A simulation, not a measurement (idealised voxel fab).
Process module name: voxel spacer lines
cross-section cut | 225 nm wide | cells 5 nm
The cross-sections in this document take the form of a grid made of square cells. They are written out as bands, in order from top to bottom. Each band consists of one or more rows of cells. Top, bottom (nm), then materials left to right with widths (nm); lone material tagged "full width" fills the whole band edge to edge; "blank" = empty space. Height reference: 0 = level under which incoming wafer is all one material. Lowest band: no bottom, runs on downward, e.g. "0 and below". Think of "30 to 40" as a width that walks from the first number to the second as you go down the band, top row to bottom row, taking equal-sized steps from row to row. No cell of the cross-section changed in a step that is given as "no change". Basically, "Closed void roster" tells you about the enclosed voids: empty spaces with no open way to the top, 8 cells or bigger, each written width x height at distance, where distance is from the left edge, all in nm. Past the settings on a step's line: simulator remark, on that step. The line of a step may include "overlay nm". On a step with a mask, this value is how far to the right of its planned place the mask lay. A negative value means the mask lay to the left.
### Intended process steps
- 1: RECEIVE: material Si
- 2: CONFORMAL_DEP: material Al2O3, thk nm 10
- 3: DIRECTIONAL_DEP: material TiN, thk nm 10
- 4: DIRECTIONAL_DEP: material polySi, thk nm 30
- 5: PATTERN: tone cover, mask id MANDREL, material resist, width nm 25, pitch nm 70, thk nm 40, overlay nm 0
- 6: DIRECTIONAL_ETCH: etch materials polySi, depth nm 30
- 7: STRIP: etch materials resist
- 8: CONFORMAL_DEP: material SiO2, thk nm 10
- 9: DIRECTIONAL_ETCH: etch materials SiO2, depth nm 10
- 10: STRIP: etch materials polySi
- 11: DIRECTIONAL_ETCH: etch materials TiN, depth nm 10
- 12: STRIP: etch materials SiO2
### Account of the first of two wafers, which was processed as intended
### Here's what the wafer looked like in cross-section when it arrived - that's after step 1
* 0 and below  Si full width
* Closed void roster: none
### Cross-section of the wafer subsequent to step 2
* 10 down to 0  Al2O3 full width
* Below a height of 0, the structure has not been altered.
### Cross-section of the wafer subsequent to step 3
* 20 down to 10  TiN full width
* Below a height of 10, the structure has not been altered.
### Cross-section of the wafer subsequent to step 4
* 50 down to 20  polySi full width
* Below a height of 20, the structure has not been altered.
### Cross-section of the wafer subsequent to step 5
* 90 down to 50  30 nm blank | 25 nm resist | 45 nm blank | 25 nm resist | 45 nm blank | 25 nm resist | 30 nm blank
* Below a height of 50, the structure has not been altered.
### Cross-section of the wafer subsequent to step 6
* 90 down to 50  30 nm blank | 25 nm resist | 45 nm blank | 25 nm resist | 45 nm blank | 25 nm resist | 30 nm blank
* 50 down to 20  30 nm blank | 25 nm polySi | 45 nm blank | 25 nm polySi | 45 nm blank | 25 nm polySi | 30 nm blank
* Below a height of 20, the structure has not been altered.
### Cross-section of the wafer subsequent to step 7
* 50 down to 20  30 nm blank | 25 nm polySi | 45 nm blank | 25 nm polySi | 45 nm blank | 25 nm polySi | 30 nm blank
* Below a height of 20, the structure has not been altered.
### Cross-section of the wafer subsequent to step 8
* 60 down to 50  20 nm blank | 45 nm SiO2 | 25 nm blank | 45 nm SiO2 | 25 nm blank | 45 nm SiO2 | 20 nm blank
* 50 down to 30  20 nm blank | 10 nm SiO2 | 25 nm polySi | 10 nm SiO2 | 25 nm blank | 10 nm SiO2 | 25 nm polySi | 10 nm SiO2 | 25 nm blank | 10 nm SiO2 | 25 nm polySi | 10 nm SiO2 | 20 nm blank
* 30 down to 20  30 nm SiO2 | 25 nm polySi | 45 nm SiO2 | 25 nm polySi | 45 nm SiO2 | 25 nm polySi | 30 nm SiO2
* Below a height of 20, the structure has not been altered.
### Cross-section of the wafer subsequent to step 9
* 50 down to 20  20 nm blank | 10 nm SiO2 | 25 nm polySi | 10 nm SiO2 | 25 nm blank | 10 nm SiO2 | 25 nm polySi | 10 nm SiO2 | 25 nm blank | 10 nm SiO2 | 25 nm polySi | 10 nm SiO2 | 20 nm blank
* Below a height of 20, the structure has not been altered.
### Cross-section of the wafer subsequent to step 10
* 50 down to 20  20 nm blank | 10 nm SiO2 | 25 nm blank | 10 nm SiO2 | 25 nm blank | 10 nm SiO2 | 25 nm blank | 10 nm SiO2 | 25 nm blank | 10 nm SiO2 | 25 nm blank | 10 nm SiO2 | 20 nm blank
* Below a height of 20, the structure has not been altered.
### Cross-section of the wafer subsequent to step 11
* 50 down to 20  20 nm blank | 10 nm SiO2 | 25 nm blank | 10 nm SiO2 | 25 nm blank | 10 nm SiO2 | 25 nm blank | 10 nm SiO2 | 25 nm blank | 10 nm SiO2 | 25 nm blank | 10 nm SiO2 | 20 nm blank
* 20 down to 10  20 nm blank | 10 nm TiN | 25 nm blank | 10 nm TiN | 25 nm blank | 10 nm TiN | 25 nm blank | 10 nm TiN | 25 nm blank | 10 nm TiN | 25 nm blank | 10 nm TiN | 20 nm blank
* Below a height of 10, the structure has not been altered.
### Cross-section of the wafer subsequent to step 12
* 20 down to 10  20 nm blank | 10 nm TiN | 25 nm blank | 10 nm TiN | 25 nm blank | 10 nm TiN | 25 nm blank | 10 nm TiN | 25 nm blank | 10 nm TiN | 25 nm blank | 10 nm TiN | 20 nm blank
* Below a height of 10, the structure has not been altered.
### Notes, second wafer: start = first wafer's, plan = first wafer's, execution had one mistake; history identical to first through step 1
Second wafer, sectioned view, at step 2's planned end time: no change
### Second wafer, sectioned view, at step 3's planned end time
* 10 down to 0  TiN full width
* Below a height of 0, the structure has not been altered.
### Second wafer, sectioned view, at step 4's planned end time
* 40 down to 10  polySi full width
* Below a height of 10, the structure has not been altered.
### Second wafer, sectioned view, at step 5's planned end time
* 80 down to 40  30 nm blank | 25 nm resist | 45 nm blank | 25 nm resist | 45 nm blank | 25 nm resist | 30 nm blank
* Below a height of 40, the structure has not been altered.
### Second wafer, sectioned view, at step 6's planned end time
* 80 down to 40  30 nm blank | 25 nm resist | 45 nm blank | 25 nm resist | 45 nm blank | 25 nm resist | 30 nm blank
* 40 down to 10  30 nm blank | 25 nm polySi | 45 nm blank | 25 nm polySi | 45 nm blank | 25 nm polySi | 30 nm blank
* Below a height of 10, the structure has not been altered.
### Second wafer, sectioned view, at step 7's planned end time
* 40 down to 10  30 nm blank | 25 nm polySi | 45 nm blank | 25 nm polySi | 45 nm blank | 25 nm polySi | 30 nm blank
* Below a height of 10, the structure has not been altered.
### Second wafer, sectioned view, at step 8's planned end time
* 50 down to 40  20 nm blank | 45 nm SiO2 | 25 nm blank | 45 nm SiO2 | 25 nm blank | 45 nm SiO2 | 20 nm blank
* 40 down to 20  20 nm blank | 10 nm SiO2 | 25 nm polySi | 10 nm SiO2 | 25 nm blank | 10 nm SiO2 | 25 nm polySi | 10 nm SiO2 | 25 nm blank | 10 nm SiO2 | 25 nm polySi | 10 nm SiO2 | 20 nm blank
* 20 down to 10  30 nm SiO2 | 25 nm polySi | 45 nm SiO2 | 25 nm polySi | 45 nm SiO2 | 25 nm polySi | 30 nm SiO2
* Below a height of 10, the structure has not been altered.
### Second wafer, sectioned view, at step 9's planned end time
* 40 down to 10  20 nm blank | 10 nm SiO2 | 25 nm polySi | 10 nm SiO2 | 25 nm blank | 10 nm SiO2 | 25 nm polySi | 10 nm SiO2 | 25 nm blank | 10 nm SiO2 | 25 nm polySi | 10 nm SiO2 | 20 nm blank
* Below a height of 10, the structure has not been altered.
### Second wafer, sectioned view, at step 10's planned end time
* 40 down to 10  20 nm blank | 10 nm SiO2 | 25 nm blank | 10 nm SiO2 | 25 nm blank | 10 nm SiO2 | 25 nm blank | 10 nm SiO2 | 25 nm blank | 10 nm SiO2 | 25 nm blank | 10 nm SiO2 | 20 nm blank
* Below a height of 10, the structure has not been altered.
### Second wafer, sectioned view, at step 11's planned end time
* 40 down to 10  20 nm blank | 10 nm SiO2 | 25 nm blank | 10 nm SiO2 | 25 nm blank | 10 nm SiO2 | 25 nm blank | 10 nm SiO2 | 25 nm blank | 10 nm SiO2 | 25 nm blank | 10 nm SiO2 | 20 nm blank
* 10 down to 0  20 nm blank | 10 nm TiN | 25 nm blank | 10 nm TiN | 25 nm blank | 10 nm TiN | 25 nm blank | 10 nm TiN | 25 nm blank | 10 nm TiN | 25 nm blank | 10 nm TiN | 20 nm blank
* Below a height of 0, the structure has not been altered.
### Second wafer, sectioned view, at step 12's planned end time
* 10 down to 0  20 nm blank | 10 nm TiN | 25 nm blank | 10 nm TiN | 25 nm blank | 10 nm TiN | 25 nm blank | 10 nm TiN | 25 nm blank | 10 nm TiN | 25 nm blank | 10 nm TiN | 20 nm blank
* Below a height of 0, the structure has not been altered.
Against the plan, the run slipped here: with respect to the plan, step 2 was omitted and not executed
The final cell counts differ between the wafers, with the second having more or fewer of some materials than the first: -90 Al2O3
